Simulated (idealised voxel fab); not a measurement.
process module | voxel capacitor over wiring
cross-section cut | 255 nm wide | cells 5 nm
A cross-section is a grid of square cells, given in bands from the top down. A band is one or more rows of cells.
Each band's line starts with the height of the band's top and of its bottom, in nm. Then come its materials from left to right, each with its width in nm. One material with "throughout" fills the band from edge to edge. "air" is empty space.
Height 0 is the level under which the wafer as received is all one material. The lowest band goes on downwards, as in "0 down".
A width such as "30 to 40" changes by the same amount from each row of cells to the next, from the band's top row to its bottom row.
"no change" after a step means that no cell of the cross-section changed.
closed voids: empty space of 8 cells or more with no open way to the top, each as width x height at its distance from the left edge, in nm
after a step's settings: what the simulator itself notes on the step
overlay nm, on a step with a mask: how far to the right of its planned place the mask lay; to the left if negative
plan
1 op RECEIVE | material Si
2 op CONFORMAL_DEP | material SiO2 | thk nm 15
3 op DIRECTIONAL_DEP | material TiN | thk nm 5
4 op DIRECTIONAL_DEP | material W | thk nm 20
5 op MASKED_ETCH | tone cover | mask id METAL_1 | width nm 20 | pitch nm 85 | etch materials W | depth nm 20 | overlay nm 0
6 op MASKED_ETCH | tone cover | mask id METAL_1 | width nm 20 | pitch nm 85 | etch materials TiN | depth nm 5 | overlay nm 0
7 op FILL_DEP | material lowk | thk nm 5
8 op CMP | height nm 40
9 op CONFORMAL_DEP | material SiCN | thk nm 5
10 op DIRECTIONAL_DEP | material lowk | thk nm 10
11 op DIRECTIONAL_DEP | material aC | thk nm 10
12 op PATTERN | tone open | mask id PLUG_1 | material resist | width nm 15 | thk nm 30 | overlay nm 0
13 op DIRECTIONAL_ETCH | etch materials aC | depth nm 10
14 op STRIP | etch materials resist
15 op DIRECTIONAL_ETCH | etch materials lowk | depth nm 10
16 op DIRECTIONAL_ETCH | etch materials SiCN | depth nm 5
17 op STRIP | etch materials aC
18 op EPI | material Ru | thk nm 10
19 op EPI | material Ru | thk nm 5
20 op DIRECTIONAL_DEP | material TiN | thk nm 10
21 op DIRECTIONAL_DEP | material Al2O3 | thk nm 5
22 op DIRECTIONAL_DEP | material TiN | thk nm 5
23 op DIRECTIONAL_DEP | material aC | thk nm 10
24 op PATTERN | tone cover | mask id UPPER_PLATE | material resist | width nm 70 | thk nm 25 | overlay nm 0
25 op DIRECTIONAL_ETCH | etch materials aC | depth nm 10
26 op STRIP | etch materials resist
27 op DIRECTIONAL_ETCH | etch materials TiN | depth nm 5
28 op DIRECTIONAL_ETCH | etch materials Al2O3 | depth nm 5
29 op STRIP | etch materials aC
30 op DIRECTIONAL_DEP | material aC | thk nm 15
31 op PATTERN | tone cover | mask id LOWER_PLATE | material resist | width nm 80 | thk nm 35 | overlay nm 0
32 op DIRECTIONAL_ETCH | etch materials aC | depth nm 15
33 op STRIP | etch materials resist
34 op DIRECTIONAL_ETCH | etch materials TiN | depth nm 10
35 op STRIP | etch materials aC
36 op FILL_DEP | material SiO2 | thk nm 15
37 op CMP | height nm 85
38 op MASKED_ETCH | tone open | mask id PLUG_2 | width nm 15 | etch materials SiO2 | depth nm 10 | overlay nm 0
39 op CONFORMAL_DEP | material TiN | thk nm 5
40 op FILL_DEP | material W | thk nm 5
41 op CMP | height nm 85
42 op CONFORMAL_DEP | material SiN | thk nm 5
as received, after step 1
  0 down: Si throughout
  closed voids: none
a wafer at the end: this start, this plan, one mistake
  90 to 85: SiN throughout
  85 to 80: SiO2 90 | TiN 5 | W 5 | TiN 5 | SiO2 150
  80 to 70: SiO2 90 to 95 | TiN 15 to 55 | SiO2 150 to 105
  70 to 65: SiO2 95 | Al2O3 55 | SiO2 105
  65 to 60: SiO2 75 | TiN 5 | SiO2 15 | TiN 60 | SiO2 100
  60 to 55: SiO2 75 | TiN 80 | SiO2 100
  55 to 50: lowk 80 | Al2O3 15 | lowk 160
  50 to 45: lowk 80 | TiN 15 | lowk 160
  45 to 40: SiCN 80 | TiN 15 | SiCN 160
  40 to 20: W 75 | lowk 20 | W 65 | lowk 20 | W 75
  20 to 15: TiN throughout
  15 to 0: SiO2 throughout
  0 down: Si throughout
  closed voids: none
what went wrong: step 5 ran as: op MASKED_ETCH | tone open | mask id METAL_1 | width nm 20 | pitch nm 85 | etch materials W | depth nm 20 | overlay nm 0
